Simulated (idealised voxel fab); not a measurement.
Herein follows the process module entitled voxel capacitor over wiring.
It is cross-section cut that appears here, measuring 295 nm in width, its square cells being 5 nm in size.
We lay out every cross-section as a grid of square cells and spell it out in bands from the top down, where one band means one or more rows of cells. This entry defines a band. It first specifies the height of the band's top and the height of its bottom in nm, and then specifies the band's materials from left to right, stating each material with its width in nm. The word "all across" identifies a single material that fills the band from edge to edge, while the word "air" identifies empty space. Where do heights start? At 0: under that level the wafer as delivered is made of one material only. And the lowest band has no floor; it just carries on downward, as in "z 0 and below". Read "30->40" as a graded width: first number on top, second number at the bottom, same change between each pair of neighbouring rows. Key: "same as before" - step with no changed cell in the cross-section. "Closed void entries" - sealed voids, min. 8 cells, no opening to top; format: width x height at distance (distance from left edge; nm throughout). Read whatever lies past the settings on a step's line as the simulator's own remark about the step. overlay nm, on a step with a mask: how far to the right of its planned place the mask lay; to the left if negative.

Set out below are the planned steps of the process
step 1: RECEIVE, material Si
step 2: CONFORMAL_DEP, material SiO2, thk nm 10
step 3: CONFORMAL_DEP, material SiN, thk nm 5
step 4: DIRECTIONAL_DEP, material SiO2, thk nm 20
step 5: PATTERN, tone open, mask id METAL_1, material resist, width nm 20, pitch nm 90, thk nm 15, overlay nm 0
step 6: DIRECTIONAL_ETCH, etch materials SiO2, depth nm 20
step 7: DIRECTIONAL_ETCH, etch materials SiN, depth nm 5
step 8: STRIP, etch materials resist
step 9: CONFORMAL_DEP, material TiN, thk nm 5
step 10: FILL_DEP, material W, thk nm 5
step 11: CMP, height nm 35
step 12: CONFORMAL_DEP, material SiCN, thk nm 5
step 13: DIRECTIONAL_DEP, material lowk, thk nm 10
step 14: PATTERN, tone open, mask id PLUG_1, material resist, width nm 15, thk nm 15, overlay nm 0
step 15: DIRECTIONAL_ETCH, etch materials lowk, depth nm 10
step 16: DIRECTIONAL_ETCH, etch materials SiCN, depth nm 5
step 17: STRIP, etch materials resist
step 18: CONFORMAL_DEP, material TiN, thk nm 5
step 19: FILL_DEP, material W, thk nm 10
step 20: CMP, height nm 50
step 21: DIRECTIONAL_DEP, material TiN, thk nm 10
step 22: DIRECTIONAL_DEP, material Al2O3, thk nm 5
step 23: DIRECTIONAL_DEP, material TiN, thk nm 5
step 24: DIRECTIONAL_DEP, material aC, thk nm 15
step 25: PATTERN, tone cover, mask id UPPER_PLATE, material resist, width nm 75, thk nm 35, overlay nm 0
step 26: DIRECTIONAL_ETCH, etch materials aC, depth nm 15
step 27: STRIP, etch materials resist
step 28: DIRECTIONAL_ETCH, etch materials TiN, depth nm 5
step 29: DIRECTIONAL_ETCH, etch materials Al2O3, depth nm 5
step 30: STRIP, etch materials aC
step 31: PATTERN, tone cover, mask id LOWER_PLATE, material resist, width nm 85, thk nm 20, overlay nm 0
step 32: DIRECTIONAL_ETCH, etch materials TiN, depth nm 10
step 33: STRIP, etch materials resist
step 34: FILL_DEP, material SiO2, thk nm 20
step 35: CMP, height nm 85
step 36: PATTERN, tone open, mask id PLUG_2, material resist, width nm 15, thk nm 20, overlay nm 0
step 37: DIRECTIONAL_ETCH, etch materials SiO2, depth nm 15
step 38: STRIP, etch materials resist
step 39: CONFORMAL_DEP, material TiN, thk nm 5
step 40: FILL_DEP, material W, thk nm 10
step 41: CMP, height nm 85
step 42: CONFORMAL_DEP, material SiN, thk nm 5

Cross-section: wafer on arrival = after step 1
- z 0 and below | Si all across
- Closed void entries: none

Cross-section at module end, one run error; start and plan unchanged from above
- z 90 to 85 | SiN all across
- z 85 to 75 | 105 SiO2  5 TiN  5 W  5 TiN  175 SiO2
- z 75 to 65 | 105->95 SiO2  15->75 TiN  175->125 SiO2
- z 65 to 60 | 95 SiO2  75 Al2O3  125 SiO2
- z 60 to 50 | 90 SiO2  85 TiN  120 SiO2
- z 50 to 40 | 95 lowk  5 TiN  5 W  5 TiN  185 lowk
- z 40 to 35 | 95 SiCN  15 TiN  185 SiCN
- z 35 to 15 | 90 SiO2  5 TiN  10 W  5 TiN  70 SiO2  5 TiN  10 W  5 TiN  95 SiO2
- z 15 to 10 | 90 SiN  20 TiN  70 SiN  20 TiN  95 SiN
- z 10 to 0 | Al2O3 all across
- z 0 and below | Si all across
- Closed void entries: none
Which mistake was made when the wafer was run? heads up, step 2 didn't go per plan, it actually ran as CONFORMAL_DEP, material Al2O3, thk nm 10
